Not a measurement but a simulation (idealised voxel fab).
The following is a process module called voxel self aligned contacts.
Square cell edge 5 nm, section width 230 nm, ID cut.
In what follows, cross-sections appear as grids of square cells, described through bands that run from the top down, where every band is one or more rows of cells. Look at the band entry: it leads with the top's height and the bottom's height in nm. Then it lists the materials left to right, with a width in nm for each. The word "full width" on a single material says that material fills the band edge to edge. The word "empty" is empty space. Height is counted from the level 0, under which the received wafer is composed throughout of one material. The lowest of the bands is not closed at the bottom but continues downward, in the notation "0..down". When a width is written as two numbers, as in "30..40", the first number is the width in the top row of cells of the band and the second is the width in its bottom row, and the width changes by the same amount from each row to the next. Step marked "no alteration"? Then no cell in the cross-section changed in it. Look at "Listed closed voids" for the closed voids: empty spaces with no open path to the top, sized 8 cells or up. Each is width x height at distance, distance from the left edge, all nm. after a step's settings: what the simulator itself notes on the step. On any step carrying a mask, the "overlay nm" setting, if present on the step's line, tells how far right of its planned place the mask lay; negative values point to the left.

### Steps planned for the process
1: RECEIVE, material Si
2: CONFORMAL_DEP, material SiO2, thk nm 5
3: DIRECTIONAL_DEP, material polySi, thk nm 25
4: DIRECTIONAL_DEP, material SiN, thk nm 15
5: DIRECTIONAL_DEP, material aC, thk nm 10
6: PATTERN, tone cover, mask id GATE, material resist, width nm 35, pitch nm 60, thk nm 25, overlay nm -15
7: DIRECTIONAL_ETCH, etch materials aC, depth nm 10
8: STRIP, etch materials resist
9: DIRECTIONAL_ETCH, etch materials SiN, depth nm 15
10: DIRECTIONAL_ETCH, etch materials polySi, depth nm 25
11: STRIP, etch materials aC
12: CONFORMAL_DEP, material SiN, thk nm 5
13: DIRECTIONAL_ETCH, etch materials SiN, depth nm 5
14: FILL_DEP, material SiO2, thk nm 20
15: CMP, height nm 55
16: PATTERN, tone open, mask id CONTACT, material resist, width nm 35, pitch nm 60, thk nm 15, overlay nm 0
17: DIRECTIONAL_ETCH, etch materials SiO2, depth nm 55
18: STRIP, etch materials resist
19: CONFORMAL_DEP, material TiN, thk nm 5
20: FILL_DEP, material Ru, thk nm 5
21: CMP, height nm 55
22: CONFORMAL_DEP, material SiN, thk nm 5
Split variable: overlay nm, step 6. Plan value = first wafer. Wafers start alike.

### As-received cross-section, first of several wafers, post step 1
    0..down | Si full width
    Listed closed voids: none

### Cross-section after step 22, the final step of the module, for the first of several wafers
    60..55 | SiN full width
    55..50 | 65 of SiO2, then 5 of TiN, then 25 of Ru, then 5 of TiN, then 25 of SiO2, then 5 of TiN, then 25 of Ru, then 5 of TiN, then 70 of SiO2
    50..45 | 65 of SiO2, then 35 of TiN, then 25 of SiO2, then 35 of TiN, then 70 of SiO2
    45..30 | 15 of SiO2, then 45 of SiN, then 5 of SiO2, then 10 of TiN, then 45 of SiN, then 5 of SiO2, then 10 of TiN, then 45 of SiN, then 50 of SiO2
    30..5 | 15 of SiO2, then 5 of SiN, then 35 of polySi, then 5 of SiN, then 5 of SiO2, then 10 of TiN, then 5 of SiN, then 35 of polySi, then 5 of SiN, then 5 of SiO2, then 10 of TiN, then 5 of SiN, then 35 of polySi, then 5 of SiN, then 50 of SiO2
    5..0 | 65 of SiO2, then 10 of TiN, then 50 of SiO2, then 10 of TiN, then 95 of SiO2
    0..down | Si full width
    Listed closed voids: none

### End of module: cross-section, last of several wafers
    60..55 | SiN full width
    55..50 | 65 of SiO2, then 5 of TiN, then 25 of Ru, then 5 of TiN, then 25 of SiO2, then 5 of TiN, then 25 of Ru, then 5 of TiN, then 70 of SiO2
    50..45 | 65 of SiO2, then 35 of TiN, then 25 of SiO2, then 35 of TiN, then 70 of SiO2
    45..30 | 45 of SiO2, then 45 of SiN, then 10 of TiN, then 5 of SiO2, then 45 of SiN, then 10 of TiN, then 5 of SiO2, then 45 of SiN, then 20 of SiO2
    30..5 | 45 of SiO2, then 5 of SiN, then 35 of polySi, then 5 of SiN, then 10 of TiN, then 5 of SiO2, then 5 of SiN, then 35 of polySi, then 5 of SiN, then 10 of TiN, then 5 of SiO2, then 5 of SiN, then 35 of polySi, then 5 of SiN, then 20 of SiO2
    5..0 | 90 of SiO2, then 10 of TiN, then 50 of SiO2, then 10 of TiN, then 70 of SiO2
    0..down | Si full width
    Listed closed voids: none

### Every row in this table is a wafer at the end of the module, and it gives, for each of the materials, the cells that wafer has gained (+) or lost (-) since it was received, then its closed voids
overlay nm -15; +10 Ru; +157 SiN; +226 SiO2; +54 TiN; +105 polySi; Listed closed voids: none
overlay nm -10; +28 Ru; +157 SiN; +208 SiO2; +54 TiN; +105 polySi; Listed closed voids: none
overlay nm -5; +28 Ru; +157 SiN; +208 SiO2; +54 TiN; +105 polySi; Listed closed voids: none
overlay nm 0; +28 Ru; +157 SiN; +208 SiO2; +54 TiN; +105 polySi; Listed closed voids: none
overlay nm 5; +28 Ru; +157 SiN; +208 SiO2; +54 TiN; +105 polySi; Listed closed voids: none
overlay nm 10; +28 Ru; +157 SiN; +208 SiO2; +54 TiN; +105 polySi; Listed closed voids: none
overlay nm 15; +10 Ru; +157 SiN; +226 SiO2; +54 TiN; +105 polySi; Listed closed voids: none
